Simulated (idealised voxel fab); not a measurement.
Name of the process module below: voxel ribs on slabs
Square cell edge 5 nm, section width 250 nm, ID cut.
A cross-section is a grid of square cells, given in bands from the top down. A band is one or more rows of cells. Basically the band line says how high the top is and how high the bottom is, in nm, and then what's in it from left to right, every material with its width in nm. Empty space shows up as "empty", and if a single material carries "edge to edge" it runs the full band edge to edge. Zero point of the height axis is 0; under it, received wafer = one material. Lowest band: continues down indefinitely, "0 -> down". With a width like "30->40", each row of cells in the band differs from the next by the same amount, the top row carrying the first number and the bottom row the second. Take "identical to before" at face value: in the step it is given for, the cross-section changed in none of its cells. "Internal closed voids" specifies each empty space that is not open to the top and that occupies no fewer than 8 cells, using the form width x height at distance, the distance measured from the left edge and all three quantities in nm. On a step's line, text after the settings is the simulator commenting on that step. Each step line may optionally specify "overlay nm", which for a step with a mask gives the rightward distance between the mask's planned place and where it lay, a negative value indicating the leftward direction.

# The planned process steps are enumerated hereunder
1 RECEIVE with material Si
2 DIRECTIONAL_DEP with material SiO2, thk nm 20
3 DIRECTIONAL_DEP with material SiN, thk nm 25
4 PATTERN with tone cover, mask id RIB, material resist, width nm 25, thk nm 15, overlay nm 0
5 DIRECTIONAL_ETCH with etch materials SiN, depth nm 5
6 STRIP with etch materials resist
7 DIRECTIONAL_DEP with material aC, thk nm 10
8 PATTERN with tone cover, mask id SLAB, material resist, width nm 55, thk nm 25, overlay nm 0
9 DIRECTIONAL_ETCH with etch materials aC, depth nm 10
10 STRIP with etch materials resist
11 DIRECTIONAL_ETCH with etch materials SiN, depth nm 20
12 STRIP with etch materials aC
13 FILL_DEP with material SiO2, thk nm 25
14 CMP with height nm 65
15 DIRECTIONAL_DEP with material TiN, thk nm 10
16 DIRECTIONAL_DEP with material aC, thk nm 15
17 PATTERN with tone cover, mask id HEATER, material resist, width nm 35, thk nm 35, overlay nm 0
18 DIRECTIONAL_ETCH with etch materials aC, depth nm 15
19 STRIP with etch materials resist
20 DIRECTIONAL_ETCH with etch materials TiN, depth nm 10
21 STRIP with etch materials aC
22 CONFORMAL_DEP with material SiN, thk nm 10

# As received (post step 1): cross-section
0 -> down  Si edge to edge
Internal closed voids: none

# First of two wafers: cross-section at end of module, run per plan
85 -> 75  empty (95)  SiN (55)  empty (100)
75 -> 65  SiN (105)  TiN (35)  SiN (110)
65 -> 45  SiO2 edge to edge
45 -> 40  SiO2 (110)  SiN (25)  SiO2 (115)
40 -> 20  SiO2 (95)  SiN (55)  SiO2 (100)
20 -> 0  SiO2 edge to edge
0 -> down  Si edge to edge
Internal closed voids: none

# Now the second wafer, cross-sectioned at the end of the module. Nothing different at the start, nothing different in the plan compared with the first, just one mistake when it was actually run
85 -> 75  empty (95)  SiN (55)  empty (100)
75 -> 65  SiN (105)  TiN (35)  SiN (110)
65 -> 40  SiO2 edge to edge
40 -> 25  SiO2 (95)  SiN (15)  SiO2 (25)  SiN (15)  SiO2 (100)
25 -> 20  SiO2 (95)  SiN (55)  SiO2 (100)
20 -> 0  SiO2 edge to edge
0 -> down  Si edge to edge
Internal closed voids: none
Heads up, the wafer didn't run the way we planned it: contrary to the plan, steps 6 and 7 were processed in exchanged order
In the final state, the cell counts of the second wafer exceed or fall short of those of the first for the following materials: SiN -20, SiO2 +20
